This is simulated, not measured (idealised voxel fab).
The following is a process module called voxel self aligned vias.
Square cell edge 5 nm, section width 190 nm, ID cut.
A cross-section in this document is a grid of square cells, and it is written down as bands, the top band listed before the ones below it; a band is made up of one or more rows of cells.
Basically the band line says how high the top is and how high the bottom is, in nm, and then what's in it from left to right, every material with its width in nm. Empty space shows up as "blank", and if a single material carries "full width" it runs the full band edge to edge.
Heights from 0 (as-received wafer is one material below). Bottom band endless downward, as "from 0 down".
So if you see something like "30->40" for the width, read it as the top row of the band sitting at the first number and the bottom row at the second, with every row in between moving by the same amount as the last.
Given "left unchanged" for a step, no cell of the cross-section differs between before and after that step.
"Closed void list" lists enclosed empty spaces (at least 8 cells, no open path upward to the top), each as width x height at distance from the left edge, in nm.
What comes after the settings on a step's line is commentary from the simulator itself on that step.
overlay nm, on a step with a mask: how far to the right of its planned place the mask lay; to the left if negative
Planned step list for the process:
1. RECEIVE (material Si)
2. CONFORMAL_DEP (material SiO2; thk nm 10)
3. CONFORMAL_DEP (material SiCN; thk nm 5)
4. DIRECTIONAL_DEP (material lowk; thk nm 30)
5. DIRECTIONAL_DEP (material aC; thk nm 10)
6. PATTERN (tone open; mask id LINES; material resist; width nm 30; pitch nm 80; thk nm 25; overlay nm 0)
7. DIRECTIONAL_ETCH (etch materials aC; depth nm 10)
8. STRIP (etch materials resist)
9. DIRECTIONAL_ETCH (etch materials lowk; depth nm 30)
10. STRIP (etch materials aC)
11. CONFORMAL_DEP (material TiN; thk nm 5)
12. FILL_DEP (material Ru; thk nm 5)
13. CMP (height nm 45)
14. SELECTIVE_ETCH (etch materials W Ru TiN; depth nm 10)
15. FILL_DEP (material SiN; thk nm 5)
16. CMP (height nm 45)
17. DIRECTIONAL_DEP (material lowk; thk nm 20)
18. DIRECTIONAL_DEP (material aC; thk nm 10)
19. PATTERN (tone open; mask id VIAS; material resist; width nm 50; pitch nm 80; thk nm 25; overlay nm 0)
20. DIRECTIONAL_ETCH (etch materials aC; depth nm 10)
21. STRIP (etch materials resist)
22. DIRECTIONAL_ETCH (etch materials lowk; depth nm 20)
23. DIRECTIONAL_ETCH (etch materials SiN; depth nm 10)
24. STRIP (etch materials aC)
25. CONFORMAL_DEP (material TiN; thk nm 5)
26. FILL_DEP (material W; thk nm 5)
27. CMP (height nm 65)
28. CONFORMAL_DEP (material SiCN; thk nm 5)
Wafer at receipt (post step 1), cross-section:
  from 0 down: Si full width
  Closed void list: none
Figure: cross-sectional view of the wafer upon completion of the module, processed from the initial state and according to the plan depicted above, with one error introduced during execution:
  from 70 to 65: SiCN full width
  from 65 to 50: lowk 30, then TiN 5, then W 40, then TiN 5, then lowk 30, then TiN 5, then W 40, then TiN 5, then lowk 30
  from 50 to 45: lowk 30, then TiN 50, then lowk 30, then TiN 50, then lowk 30
  from 45 to 35: SiN 30, then TiN 10, then lowk 30, then TiN 10, then SiN 30, then TiN 10, then lowk 30, then TiN 10, then SiN 30
  from 35 to 20: Ru 35, then TiN 5, then lowk 30, then TiN 5, then Ru 40, then TiN 5, then lowk 30, then TiN 5, then Ru 35
  from 20 to 15: TiN 40, then lowk 30, then TiN 50, then lowk 30, then TiN 40
  from 15 to 10: SiCN full width
  from 10 to 0: SiO2 full width
  from 0 down: Si full width
  Closed void list: none
Short version of what went wrong: so step 6 ended up running with a different setting than we planned, it ran as PATTERN (tone cover; mask id LINES; material resist; width nm 30; pitch nm 80; thk nm 25; overlay nm 0)
